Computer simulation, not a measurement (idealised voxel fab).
The following is a process module called voxel ribs on slabs.
cross-section cut | 185 nm wide | cells 5 nm
How to read a cross-section here: the picture is a grid of square cells, written as bands going from the top down, and any band can span one or more rows of cells. What a band's entry tells you: where the top is and where the bottom is, as heights in nm, and after that what lies inside, material by material from left to right, each with its width in nm. Empty space is written as the word "air", and a single material marked with the word "throughout" occupies the band from edge to edge. Note: height 0 marks the level under which the wafer is uniformly one material as received. Lowest band unbounded below, written "0 down". It should be noted that a width expressed as "30->40" varies in equal increments from row to row of cells within the band, taking the value of the first number at the top row and that of the second number at the bottom row. "nothing got changed", as given for a step, is the statement that not any cell of the cross-section underwent a change during that step. Reported under the label "Trapped cavities" are the empty spaces having no open way to the top and comprising 8 cells or more; the notation for each is width x height at distance, in which the distance is measured from the left edge and all three values are in nm. On each step's line, the part that comes after the settings is the simulator's own comment on the step. The "overlay nm" setting may appear on a step's line; for a step that uses a mask, it gives how far to the right of its planned position the mask lay, and a negative value indicates the left.

List of planned process steps
1,RECEIVE (material Si)
2,DIRECTIONAL_DEP (material SiO2; thk nm 20)
3,DIRECTIONAL_DEP (material SiN; thk nm 15)
4,PATTERN (tone cover; mask id RIB; material resist; width nm 15; thk nm 20; overlay nm 0)
5,DIRECTIONAL_ETCH (etch materials SiN; depth nm 5)
6,STRIP (etch materials resist)
7,DIRECTIONAL_DEP (material aC; thk nm 10)
8,PATTERN (tone cover; mask id SLAB; material resist; width nm 65; thk nm 30; overlay nm 0)
9,DIRECTIONAL_ETCH (etch materials aC; depth nm 10)
10,STRIP (etch materials resist)
11,DIRECTIONAL_ETCH (etch materials SiN; depth nm 10)
12,STRIP (etch materials aC)
13,FILL_DEP (material SiO2; thk nm 20)
14,CMP (height nm 50)
15,DIRECTIONAL_DEP (material TiN; thk nm 5)
16,DIRECTIONAL_DEP (material aC; thk nm 15)
17,PATTERN (tone cover; mask id HEATER; material resist; width nm 25; thk nm 30; overlay nm 0)
18,DIRECTIONAL_ETCH (etch materials aC; depth nm 15)
19,STRIP (etch materials resist)
20,DIRECTIONAL_ETCH (etch materials TiN; depth nm 5)
21,STRIP (etch materials aC)
22,CONFORMAL_DEP (material SiO2; thk nm 5)

Shown in cross-section is the wafer as received, that is, as it stands after step 1
- 0 down = Si throughout
- Trapped cavities: none

Cross-sectional image of the first of two wafers at the end of the module, the run having proceeded as planned
- 60 to 55 = air 75 nm; SiO2 35 nm; air 75 nm
- 55 to 50 = SiO2 80 nm; TiN 25 nm; SiO2 80 nm
- 50 to 35 = SiO2 throughout
- 35 to 30 = SiO2 85 nm; SiN 15 nm; SiO2 85 nm
- 30 to 20 = SiO2 60 nm; SiN 65 nm; SiO2 60 nm
- 20 to 0 = SiO2 throughout
- 0 down = Si throughout
- Trapped cavities: none

Cross-section of the latter of the two wafers at module completion. It had an identical start and an identical plan to the former; in running it, one mistake was made
- 55 to 50 = air 80 nm; TiN 25 nm; air 80 nm
- 50 to 35 = SiO2 throughout
- 35 to 30 = SiO2 85 nm; SiN 15 nm; SiO2 85 nm
- 30 to 20 = SiO2 60 nm; SiN 65 nm; SiO2 60 nm
- 20 to 0 = SiO2 throughout
- 0 down = Si throughout
- Trapped cavities: none
It is concluded that the wafer was processed incorrectly with respect to the plan, in that no execution of plan step 22; skipped
Wrapping up, a cell-based count of both wafers puts the second over or under the first for these materials: -39 SiO2
